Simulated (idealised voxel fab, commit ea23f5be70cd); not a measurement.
This is a process module. Its name is voxel self aligned contacts.
225 nm wide, 5 nm square cells: that's cross-section cut.
Just so we're on the same page, the cross-sections are grids of square cells, and they're listed out in bands top to bottom, each band one or more rows deep.
It is stipulated that each band's entry specify, in nanometres, the height of the top of the band and then that of its bottom, followed by the materials of the band in left-to-right sequence, each together with its width in nanometres. A single material marked by the word "everywhere" is understood to fill the band from edge to edge; the word "empty" is understood to denote empty space.
Beneath 0, the wafer as received is one material, and that level is where height counting begins. The lowest band goes on downward without a bottom; it is written like "z 0 and below".
Width "30->40": first value at the band's top row of cells, second value at its bottom row, equal change from row to row.
You'll sometimes find "nothing was modified" written for a step, and that's the way of saying that nowhere in the cross-section did a cell change during that step.
Under "Voids lacking openings" you'll find the enclosed gaps, the ones with no way out to the top, that are 8 cells or bigger; each reads width x height at distance, with distance counted from the left edge, everything in nm.
Past the settings on a step's line: simulator remark, on that step.
The optional step-line setting "overlay nm" applies to steps with a mask and quantifies how far to the right of its planned location the mask lay, a negative value indicating leftward placement.
Listed below are the process steps as planned
1. RECEIVE | material Si
2. OXIDIZE | depth nm 5
3. DIRECTIONAL_DEP | material polySi | thk nm 30
4. DIRECTIONAL_DEP | material SiN | thk nm 15
5. MASKED_ETCH | tone cover | mask id GATE | width nm 30 | pitch nm 55 | etch materials SiN | depth nm 15 | overlay nm 0
6. MASKED_ETCH | tone cover | mask id GATE | width nm 30 | pitch nm 55 | etch materials polySi | depth nm 30 | overlay nm 0
7. CONFORMAL_DEP | material SiN | thk nm 5
8. DIRECTIONAL_ETCH | etch materials SiN | depth nm 5
9. FILL_DEP | material SiO2 | thk nm 20
10. CMP | height nm 55
11. MASKED_ETCH | tone open | mask id CONTACT | width nm 35 | pitch nm 55 | etch materials SiO2 | depth nm 60 | overlay nm 0
12. CONFORMAL_DEP | material TiN | thk nm 5
13. FILL_DEP | material W | thk nm 10
14. CMP | height nm 55
15. CONFORMAL_DEP | material SiN | thk nm 5
First of two wafers, with the run carried out as planned
Cross-section: wafer on arrival = after step 1
z 0 and below = Si everywhere
Voids lacking openings: none
Cross-section: wafer state after step 2
z 0 to -5 = SiO2 everywhere
For the remainder of the cross-section, below -5, there is no change.
Cross-section: wafer state after step 3
z 30 to 0 = polySi everywhere
For the remainder of the cross-section, below 0, there is no change.
Cross-section: wafer state after step 4
z 45 to 30 = SiN everywhere
For the remainder of the cross-section, below 30, there is no change.
Cross-section: wafer state after step 5
z 45 to 30 = empty 40 / SiN 30 / empty 25 / SiN 30 / empty 25 / SiN 30 / empty 45
For the remainder of the cross-section, below 30, there is no change.
Cross-section: wafer state after step 6
z 45 to 30 = empty 40 / SiN 30 / empty 25 / SiN 30 / empty 25 / SiN 30 / empty 45
z 30 to 0 = empty 40 / polySi 30 / empty 25 / polySi 30 / empty 25 / polySi 30 / empty 45
For the remainder of the cross-section, below 0, there is no change.
Cross-section: wafer state after step 7
z 50 to 30 = empty 35 / SiN 40 / empty 15 / SiN 40 / empty 15 / SiN 40 / empty 40
z 30 to 5 = empty 35 / SiN 5 / polySi 30 / SiN 5 / empty 15 / SiN 5 / polySi 30 / SiN 5 / empty 15 / SiN 5 / polySi 30 / SiN 5 / empty 40
z 5 to 0 = SiN 40 / polySi 30 / SiN 25 / polySi 30 / SiN 25 / polySi 30 / SiN 45
For the remainder of the cross-section, below 0, there is no change.
Cross-section: wafer state after step 8
z 45 to 30 = empty 35 / SiN 40 / empty 15 / SiN 40 / empty 15 / SiN 40 / empty 40
z 30 to 0 = empty 35 / SiN 5 / polySi 30 / SiN 5 / empty 15 / SiN 5 / polySi 30 / SiN 5 / empty 15 / SiN 5 / polySi 30 / SiN 5 / empty 40
For the remainder of the cross-section, below 0, there is no change.
Cross-section: wafer state after step 9
z 65 to 45 = SiO2 everywhere
z 45 to 30 = SiO2 35 / SiN 40 / SiO2 15 / SiN 40 / SiO2 15 / SiN 40 / SiO2 40
z 30 to 0 = SiO2 35 / SiN 5 / polySi 30 / SiN 5 / SiO2 15 / SiN 5 / polySi 30 / SiN 5 / SiO2 15 / SiN 5 / polySi 30 / SiN 5 / SiO2 40
For the remainder of the cross-section, below 0, there is no change.
Cross-section: wafer state after step 10
z 55 to 45 = SiO2 everywhere
For the remainder of the cross-section, below 45, there is no change.
Cross-section: wafer state after step 11
z 55 to 45 = SiO2 65 / empty 35 / SiO2 20 / empty 35 / SiO2 70
z 45 to 30 = SiO2 35 / SiN 40 / empty 15 / SiN 40 / empty 15 / SiN 40 / SiO2 40
z 30 to 0 = SiO2 35 / SiN 5 / polySi 30 / SiN 5 / empty 15 / SiN 5 / polySi 30 / SiN 5 / empty 15 / SiN 5 / polySi 30 / SiN 5 / SiO2 40
z 0 to -5 = SiO2 75 / empty 15 / SiO2 40 / empty 15 / SiO2 80
For the remainder of the cross-section, below -5, there is no change.
Cross-section: wafer state after step 12
z 60 to 55 = TiN 70 / empty 25 / TiN 30 / empty 25 / TiN 75
z 55 to 45 = SiO2 65 / TiN 5->15 / empty 25->5 / TiN 5->15 / SiO2 20 / TiN 5->15 / empty 25->5 / TiN 5->15 / SiO2 70
z 45 to 30 = SiO2 35 / SiN 40 / TiN 5 / empty 5 / TiN 5 / SiN 40 / TiN 5 / empty 5 / TiN 5 / SiN 40 / SiO2 40
z 30 to 0 = SiO2 35 / SiN 5 / polySi 30 / SiN 5 / TiN 5 / empty 5 / TiN 5 / SiN 5 / polySi 30 / SiN 5 / TiN 5 / empty 5 / TiN 5 / SiN 5 / polySi 30 / SiN 5 / SiO2 40
z 0 to -5 = SiO2 75 / TiN 15 / SiO2 40 / TiN 15 / SiO2 80
For the remainder of the cross-section, below -5, there is no change.
Cross-section: wafer state after step 13
z 70 to 60 = W everywhere
z 60 to 55 = TiN 70 / W 25 / TiN 30 / W 25 / TiN 75
z 55 to 45 = SiO2 65 / TiN 5->15 / W 25->5 / TiN 5->15 / SiO2 20 / TiN 5->15 / W 25->5 / TiN 5->15 / SiO2 70
z 45 to 30 = SiO2 35 / SiN 40 / TiN 5 / W 5 / TiN 5 / SiN 40 / TiN 5 / W 5 / TiN 5 / SiN 40 / SiO2 40
z 30 to 0 = SiO2 35 / SiN 5 / polySi 30 / SiN 5 / TiN 5 / W 5 / TiN 5 / SiN 5 / polySi 30 / SiN 5 / TiN 5 / W 5 / TiN 5 / SiN 5 / polySi 30 / SiN 5 / SiO2 40
For the remainder of the cross-section, below 0, there is no change.
Cross-section: wafer state after step 14
z 55 to 45 = SiO2 65 / TiN 5->15 / W 25->5 / TiN 5->15 / SiO2 20 / TiN 5->15 / W 25->5 / TiN 5->15 / SiO2 70
For the remainder of the cross-section, below 45, there is no change.
Cross-section: wafer state after step 15
z 60 to 55 = SiN everywhere
For the remainder of the cross-section, below 55, there is no change.
Now the other wafer: same start, same recipe, but we messed up one thing when running it. Up to and including step 3 it's the same as the first one
X-section, second wafer, when step 4 was due to finish
z 60 to 30 = SiN everywhere
For the remainder of the cross-section, below 30, there is no change.
X-section, second wafer, when step 5 was due to finish
z 60 to 45 = empty 40 / SiN 30 / empty 25 / SiN 30 / empty 25 / SiN 30 / empty 45
For the remainder of the cross-section, below 45, there is no change.
X-section, second wafer, when step 6 was due to finish: nothing was modified
X-section, second wafer, when step 7 was due to finish
z 65 to 50 = empty 35 / SiN 40 / empty 15 / SiN 40 / empty 15 / SiN 40 / empty 40
z 50 to 30 = SiN everywhere
For the remainder of the cross-section, below 30, there is no change.
X-section, second wafer, when step 8 was due to finish
z 60 to 45 = empty 35 / SiN 40 / empty 15 / SiN 40 / empty 15 / SiN 40 / empty 40
For the remainder of the cross-section, below 45, there is no change.
X-section, second wafer, when step 9 was due to finish
z 80 to 60 = SiO2 everywhere
z 60 to 45 = SiO2 35 / SiN 40 / SiO2 15 / SiN 40 / SiO2 15 / SiN 40 / SiO2 40
For the remainder of the cross-section, below 45, there is no change.
X-section, second wafer, when step 10 was due to finish
z 55 to 45 = SiO2 35 / SiN 40 / SiO2 15 / SiN 40 / SiO2 15 / SiN 40 / SiO2 40
For the remainder of the cross-section, below 45, there is no change.
X-section, second wafer, when step 11 was due to finish
z 55 to 45 = SiO2 35 / SiN 40 / empty 15 / SiN 40 / empty 15 / SiN 40 / SiO2 40
For the remainder of the cross-section, below 45, there is no change.
X-section, second wafer, when step 12 was due to finish
z 60 to 55 = TiN 80 / empty 5 / TiN 50 / empty 5 / TiN 85
z 55 to 50 = SiO2 35 / SiN 40 / TiN 5 / empty 5 / TiN 5 / SiN 40 / TiN 5 / empty 5 / TiN 5 / SiN 40 / SiO2 40
z 50 to 45 = SiO2 35 / SiN 40 / TiN 15 / SiN 40 / TiN 15 / SiN 40 / SiO2 40
For the remainder of the cross-section, below 45, there is no change.
X-section, second wafer, when step 13 was due to finish
z 70 to 60 = W everywhere
z 60 to 55 = TiN 80 / W 5 / TiN 50 / W 5 / TiN 85
z 55 to 50 = SiO2 35 / SiN 40 / TiN 5 / W 5 / TiN 5 / SiN 40 / TiN 5 / W 5 / TiN 5 / SiN 40 / SiO2 40
For the remainder of the cross-section, below 50, there is no change.
X-section, second wafer, when step 14 was due to finish
z 55 to 50 = SiO2 35 / SiN 40 / TiN 5 / W 5 / TiN 5 / SiN 40 / TiN 5 / W 5 / TiN 5 / SiN 40 / SiO2 40
For the remainder of the cross-section, below 50, there is no change.
X-section, second wafer, when step 15 was due to finish
z 60 to 55 = SiN everywhere
For the remainder of the cross-section, below 55, there is no change.
So what did we get wrong on this run? twice, step 4 of the plan was run
Final wafer comparison in cells, second versus first, more or fewer per material: 75 more of SiN, 161 fewer of SiO2, 48 fewer of TiN, 28 fewer of W, 162 more of polySi
